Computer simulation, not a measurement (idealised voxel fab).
process module | voxel gate over fins
cross-section cut | 210 nm wide | cells 5 nm
A cross-section is a grid of square cells, given in bands from the top down. A band is one or more rows of cells.
Each band's line starts with the height of the band's top and of its bottom, in nm. Then come its materials from left to right, each with its width in nm. One material with "throughout" fills the band from edge to edge. "air" is empty space.
Height 0 is the level under which the wafer as received is all one material. The lowest band goes on downwards, as in "0 down".
A width such as "30 to 40" changes by the same amount from each row of cells to the next, from the band's top row to its bottom row.
"no change" after a step means that no cell of the cross-section changed.
closed voids: empty space of 8 cells or more with no open way to the top, each as width x height at its distance from the left edge, in nm
after a step's settings: what the simulator itself notes on the step
overlay nm, on a step with a mask: how far to the right of its planned place the mask lay; to the left if negative
plan
1 op RECEIVE | material Si
2 op CONFORMAL_DEP | material SiN | thk nm 10
3 op DIRECTIONAL_DEP | material aC | thk nm 15
4 op PATTERN | tone cover | mask id FINS | material resist | width nm 15 | pitch nm 45 | thk nm 35 | overlay nm 0
5 op DIRECTIONAL_ETCH | etch materials aC | depth nm 15
6 op STRIP | etch materials resist
7 op DIRECTIONAL_ETCH | etch materials SiN | depth nm 10
8 op DIRECTIONAL_ETCH | etch materials Si | depth nm 35
9 op STRIP | etch materials aC
10 op FILL_DEP | material SiO2 | thk nm 15
11 op CMP | height nm 10
12 op SELECTIVE_ETCH | etch materials SiO2 | depth nm 25
13 op STRIP | etch materials SiN
14 op CONFORMAL_DEP | material HfO2 | thk nm 5
15 op CONFORMAL_DEP | material TiN | thk nm 5
16 op CONFORMAL_DEP | material TiAl | thk nm 5
17 op CONFORMAL_DEP | material TiN | thk nm 5
18 op FILL_DEP | material W | thk nm 10
19 op CMP | height nm 25
20 op CONFORMAL_DEP | material SiCN | thk nm 5
as received, after step 1
  0 down: Si throughout
  closed voids: none
first wafer at the end, as planned
  30 to 25: SiCN throughout
  25 to 20: W throughout
  20 to 15: W 30 | TiN 145 | W 35
  15 to 10: W 30 | TiN 5 | TiAl 135 | TiN 5 | W 35
  10 to 5: W 30 | TiN 5 | TiAl 5 | TiN 35 | TiAl 10 | TiN 35 | TiAl 10 | TiN 35 | TiAl 5 | TiN 5 | W 35
  5 to 0: TiN 35 | TiAl 5 | TiN 5 | HfO2 25 | TiN 5 | TiAl 10 | TiN 5 | HfO2 25 | TiN 5 | TiAl 10 | TiN 5 | HfO2 25 | TiN 5 | TiAl 5 | TiN 40
  0 to -5: TiAl 40 | TiN 5 | HfO2 5 | Si 15 | HfO2 5 | TiN 5 | TiAl 10 | TiN 5 | HfO2 5 | Si 15 | HfO2 5 | TiN 5 | TiAl 10 | TiN 5 | HfO2 5 | Si 15 | HfO2 5 | TiN 5 | TiAl 45
  -5 to -10: TiN 45 | HfO2 5 | Si 15 | HfO2 5 | TiN 20 | HfO2 5 | Si 15 | HfO2 5 | TiN 20 | HfO2 5 | Si 15 | HfO2 5 | TiN 50
  -10 to -15: HfO2 50 | Si 15 | HfO2 30 | Si 15 | HfO2 30 | Si 15 | HfO2 55
  -15 to -35: SiO2 50 | Si 15 | SiO2 30 | Si 15 | SiO2 30 | Si 15 | SiO2 55
  -35 down: Si throughout
  closed voids: none
second wafer at the end: like start, like plan, one mistake
  30 to 25: SiCN throughout
  25 to 15: W 20 | TiN 165 | W 25
  15 to 10: TiN 35 | TiAl 135 | TiN 40
  10 to 5: TiN 35 | TiAl 5 | TiN 35 | TiAl 10 | TiN 35 | TiAl 10 | TiN 35 | TiAl 5 | TiN 40
  5 to 0: TiN 35 | TiAl 5 | TiN 5 | HfO2 25 | TiN 5 | TiAl 10 | TiN 5 | HfO2 25 | TiN 5 | TiAl 10 | TiN 5 | HfO2 25 | TiN 5 | TiAl 5 | TiN 40
  0 to -5: TiAl 40 | TiN 5 | HfO2 5 | Si 15 | HfO2 5 | TiN 5 | TiAl 10 | TiN 5 | HfO2 5 | Si 15 | HfO2 5 | TiN 5 | TiAl 10 | TiN 5 | HfO2 5 | Si 15 | HfO2 5 | TiN 5 | TiAl 45
  -5 to -10: TiN 45 | HfO2 5 | Si 15 | HfO2 5 | TiN 20 | HfO2 5 | Si 15 | HfO2 5 | TiN 20 | HfO2 5 | Si 15 | HfO2 5 | TiN 50
  -10 to -15: HfO2 50 | Si 15 | HfO2 30 | Si 15 | HfO2 30 | Si 15 | HfO2 55
  -15 to -35: SiO2 50 | Si 15 | SiO2 30 | Si 15 | SiO2 30 | Si 15 | SiO2 55
  -35 down: Si throughout
  closed voids: none
what went wrong: step 17 ran as: op CONFORMAL_DEP | material TiN | thk nm 15
at the end the second wafer has, in cells: 63 more of TiN | 63 fewer of W
